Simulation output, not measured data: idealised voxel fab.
Module name: voxel local oxidation (process module)
Square cell edge 5 nm, section width 160 nm, ID cut.
Each cross-section below is a grid of square cells, stated as bands in top-down order, with one or more rows of cells making up each band. Heights first: top, then bottom, in nm. Then materials, left to right, each with a width in nm. "throughout" on a single material: fills the band edge to edge. "air": empty space. Heights from 0 (as-received wafer is one material below). Bottom band endless downward, as "0..down". So if you see something like "30..40" for the width, read it as the top row of the band sitting at the first number and the bottom row at the second, with every row in between moving by the same amount as the last. When a step is marked "remained the same", none of the cells in the cross-section changed during that step. Listed in "Enclosed internal cavities": every empty space of 8 or more cells without an open way to the top. Form: width x height at distance, the distance being from the left edge, all in nm. If you see something after the settings on a step's line, that's the simulator's own remark about that step. A step's line can hold "overlay nm"; with a mask on that step, the setting says how far right of the planned place the mask lay, while a negative setting says it lay to the left.

Set out below are the planned steps of the process:
1,op RECEIVE | material Si
2,op CONFORMAL_DEP | material SiO2 | thk nm 5
3,op CONFORMAL_DEP | material SiN | thk nm 15
4,op DIRECTIONAL_DEP | material aC | thk nm 15
5,op PATTERN | tone cover | mask id ACTIVE | material resist | width nm 90 | thk nm 30 | overlay nm 0
6,op DIRECTIONAL_ETCH | etch materials aC | depth nm 15
7,op STRIP | etch materials resist
8,op DIRECTIONAL_ETCH | etch materials SiN | depth nm 15
9,op STRIP | etch materials aC
10,op SELECTIVE_ETCH | etch materials SiO2 | depth nm 5
11,op OXIDIZE | depth nm 10
12,op STRIP | etch materials SiN
The value of width nm given for step 5 in the plan refers to the first wafer; the wafers vary in this setting and are alike at the start.

The first of several wafers in cross-section, exactly as it reached us after step 1:
* 0..down = Si throughout
* Enclosed internal cavities: none

The rows of the table below are wafers. Looking at the end of the module, a row counts, for every material, the cells the wafer has gained, shown as (+), or lost, shown as (-), since it was received; its closed voids come next:
width nm 90, -40 Si, +56 SiO2, Enclosed internal cavities: none
width nm 95, -38 Si, +55 SiO2, Enclosed internal cavities: none
width nm 100, -36 Si, +54 SiO2, Enclosed internal cavities: none
width nm 105, -34 Si, +53 SiO2, Enclosed internal cavities: none
width nm 110, -32 Si, +52 SiO2, Enclosed internal cavities: none
width nm 115, -30 Si, +51 SiO2, Enclosed internal cavities: none
